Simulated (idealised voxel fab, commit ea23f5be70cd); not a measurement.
process module | voxel self aligned contacts
cross-section cut | 250 nm wide | cells 5 nm
A cross-section is a grid of square cells, given in bands from the top down. A band is one or more rows of cells.
Each band's line starts with the height of the band's top and of its bottom, in nm. Then come its materials from left to right, each with its width in nm. One material with "throughout" fills the band from edge to edge. "air" is empty space.
Height 0 is the level under which the wafer as received is all one material. The lowest band goes on downwards, as in "0 down".
A width such as "30 to 40" changes by the same amount from each row of cells to the next, from the band's top row to its bottom row.
"no change" after a step means that no cell of the cross-section changed.
closed voids: empty space of 8 cells or more with no open way to the top, each as width x height at its distance from the left edge, in nm
after a step's settings: what the simulator itself notes on the step
overlay nm, on a step with a mask: how far to the right of its planned place the mask lay; to the left if negative
plan
1 op RECEIVE | material Si
2 op CONFORMAL_DEP | material SiO2 | thk nm 5
3 op DIRECTIONAL_DEP | material polySi | thk nm 30
4 op DIRECTIONAL_DEP | material SiN | thk nm 15
5 op PATTERN | tone cover | mask id GATE | material resist | width nm 35 | pitch nm 60 | thk nm 15 | overlay nm 0
6 op DIRECTIONAL_ETCH | etch materials SiN | depth nm 15
7 op DIRECTIONAL_ETCH | etch materials polySi | depth nm 30
8 op STRIP | etch materials resist
9 op CONFORMAL_DEP | material SiN | thk nm 5
10 op DIRECTIONAL_ETCH | etch materials SiN | depth nm 5
11 op FILL_DEP | material SiO2 | thk nm 15
12 op CMP | height nm 60
13 op PATTERN | tone open | mask id CONTACT | material resist | width nm 35 | pitch nm 60 | thk nm 15 | overlay nm 0
14 op DIRECTIONAL_ETCH | etch materials SiO2 | depth nm 60
15 op STRIP | etch materials resist
16 op CONFORMAL_DEP | material TiN | thk nm 5
17 op FILL_DEP | material Ru | thk nm 5
18 op CMP | height nm 60
19 op CONFORMAL_DEP | material SiCN | thk nm 5
as received, after step 1
  0 down: Si throughout
  closed voids: none
first wafer at the end, as planned
  65 to 60: SiCN throughout
  60 to 50: SiO2 75 | TiN 5 to 15 | Ru 25 to 5 | TiN 5 to 15 | SiO2 25 | TiN 5 to 15 | Ru 25 to 5 | TiN 5 to 15 | SiO2 80
  50 to 35: SiO2 40 | SiN 45 | TiN 5 | Ru 5 | TiN 5 | SiN 45 | TiN 5 | Ru 5 | TiN 5 | SiN 45 | SiO2 45
  35 to 5: SiO2 40 | SiN 5 | polySi 35 | SiN 5 | TiN 5 | Ru 5 | TiN 5 | SiN 5 | polySi 35 | SiN 5 | TiN 5 | Ru 5 | TiN 5 | SiN 5 | polySi 35 | SiN 5 | SiO2 45
  5 to 0: SiO2 85 | TiN 15 | SiO2 45 | TiN 15 | SiO2 90
  0 down: Si throughout
  closed voids: none
second wafer at the end: like start, like plan, one mistake
  65 to 60: SiCN throughout
  60 to 50: SiO2 75 | TiN 5 to 15 | Ru 25 to 5 | TiN 5 to 15 | SiO2 25 | TiN 5 to 15 | Ru 25 to 5 | TiN 5 to 15 | SiO2 80
  50 to 40: SiO2 40 | SiN 45 | TiN 5 | Ru 5 | TiN 5 | SiN 45 | TiN 5 | Ru 5 | TiN 5 | SiN 45 | SiO2 45
  40 to 35: SiO2 40 | SiN 45 | TiN 15 | SiN 45 | TiN 15 | SiN 45 | SiO2 45
  35 to 5: SiN throughout
  5 to 0: SiO2 throughout
  0 down: Si throughout
  closed voids: none
what went wrong: step 3 ran as: op DIRECTIONAL_DEP | material SiN | thk nm 30
at the end the second wafer has, in cells: 14 fewer of Ru | 264 more of SiN | 96 fewer of SiO2 | 28 fewer of TiN | 126 fewer of polySi
